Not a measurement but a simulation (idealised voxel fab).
process module | voxel wiring stack
cross-section cut | 205 nm wide | cells 5 nm
A cross-section is a grid of square cells, given in bands from the top down. A band is one or more rows of cells.
Each band's line starts with the height of the band's top and of its bottom, in nm. Then come its materials from left to right, each with its width in nm. One material with "throughout" fills the band from edge to edge. "air" is empty space.
Height 0 is the level under which the wafer as received is all one material. The lowest band goes on downwards, as in "0 down".
A width such as "30 to 40" changes by the same amount from each row of cells to the next, from the band's top row to its bottom row.
"no change" after a step means that no cell of the cross-section changed.
closed voids: empty space of 8 cells or more with no open way to the top, each as width x height at its distance from the left edge, in nm
after a step's settings: what the simulator itself notes on the step
overlay nm, on a step with a mask: how far to the right of its planned place the mask lay; to the left if negative
plan
1 op RECEIVE | material Si
2 op CONFORMAL_DEP | material SiO2 | thk nm 10
3 op DIRECTIONAL_DEP | material TiN | thk nm 5
4 op DIRECTIONAL_DEP | material Ru | thk nm 15
5 op DIRECTIONAL_DEP | material aC | thk nm 15
6 op PATTERN | tone cover | mask id METAL_1 | material resist | width nm 30 | pitch nm 60 | thk nm 35 | overlay nm 0
7 op DIRECTIONAL_ETCH | etch materials aC | depth nm 15
8 op STRIP | etch materials resist
9 op DIRECTIONAL_ETCH | etch materials Ru | depth nm 15
10 op DIRECTIONAL_ETCH | etch materials TiN | depth nm 5
11 op STRIP | etch materials aC
12 op FILL_DEP | material lowk | thk nm 5
13 op CMP | height nm 30
14 op CONFORMAL_DEP | material SiCN | thk nm 5
15 op DIRECTIONAL_DEP | material lowk | thk nm 25
16 op PATTERN | tone open | mask id METAL_2 | material resist | width nm 30 | pitch nm 60 | thk nm 20 | overlay nm 0
17 op DIRECTIONAL_ETCH | etch materials lowk | depth nm 15
18 op STRIP | etch materials resist
19 op PATTERN | tone open | mask id METAL_2_HOLES | material resist | width nm 15 | pitch nm 60 | thk nm 20 | overlay nm 0
20 op DIRECTIONAL_ETCH | etch materials lowk | depth nm 10
21 op DIRECTIONAL_ETCH | etch materials SiCN | depth nm 5
22 op STRIP | etch materials resist
23 op CONFORMAL_DEP | material TiN | thk nm 5
24 op FILL_DEP | material Ru | thk nm 5
25 op CMP | height nm 60
26 op CONFORMAL_DEP | material SiCN | thk nm 5
27 op DIRECTIONAL_DEP | material SiO2 | thk nm 10
28 op PATTERN | tone open | mask id PLUG_2 | material resist | width nm 15 | pitch nm 60 | thk nm 20 | overlay nm 0
29 op DIRECTIONAL_ETCH | etch materials SiO2 | depth nm 10
30 op DIRECTIONAL_ETCH | etch materials SiCN | depth nm 5
31 op STRIP | etch materials resist
32 op CONFORMAL_DEP | material TiN | thk nm 5
33 op FILL_DEP | material W | thk nm 5
34 op CMP | height nm 75
35 op CONFORMAL_DEP | material SiN | thk nm 5
36 op DIRECTIONAL_DEP | material lowk | thk nm 20
37 op DIRECTIONAL_DEP | material aC | thk nm 15
38 op PATTERN | tone open | mask id METAL_3 | material resist | width nm 30 | pitch nm 60 | thk nm 30 | overlay nm 0
39 op DIRECTIONAL_ETCH | etch materials aC | depth nm 15
40 op STRIP | etch materials resist
41 op DIRECTIONAL_ETCH | etch materials lowk | depth nm 20
42 op DIRECTIONAL_ETCH | etch materials SiN | depth nm 5
43 op STRIP | etch materials aC
44 op CONFORMAL_DEP | material TiN | thk nm 5
45 op FILL_DEP | material Ru | thk nm 5
46 op CMP | height nm 100
47 op CONFORMAL_DEP | material SiN | thk nm 5
as received, after step 1
  0 down: Si throughout
  closed voids: none
a wafer at the end: this start, this plan, one mistake
  105 to 100: SiN throughout
  100 to 80: lowk 55 | TiN 5 | Ru 20 | TiN 5 | lowk 30 | TiN 5 | Ru 20 | TiN 5 | lowk 60
  80 to 75: SiN 55 | TiN 30 | SiN 30 | TiN 30 | SiN 60
  75 to 65: SiO2 55 | TiN 5 | W 5 | TiN 5 | SiO2 45 | TiN 5 | W 5 | TiN 5 | SiO2 75
  65 to 60: SiCN 55 | TiN 15 | SiCN 45 | TiN 15 | SiCN 75
  60 to 50: lowk 55 | TiN 5 | Ru 20 | TiN 5 | lowk 30 | TiN 5 | Ru 20 | TiN 5 | lowk 60
  50 to 45: lowk 55 | TiN 5 | Ru 5 | TiN 20 | lowk 30 | TiN 5 | Ru 5 | TiN 20 | lowk 60
  45 to 35: lowk 55 | TiN 5 | Ru 5 | TiN 5 | lowk 45 | TiN 5 | Ru 5 | TiN 5 | lowk 75
  35 to 30: SiCN 55 | TiN 15 | SiCN 45 | TiN 15 | SiCN 75
  30 to 15: lowk 60 | Ru 25 | lowk 35 | Ru 25 | lowk 60
  15 to 10: lowk 60 | TiN 25 | lowk 35 | TiN 25 | lowk 60
  10 to 0: SiO2 throughout
  0 down: Si throughout
  closed voids: none
what went wrong: step 6 ran as: op PATTERN | tone cover | mask id METAL_1 | material resist | width nm 25 | pitch nm 60 | thk nm 35 | overlay nm 0
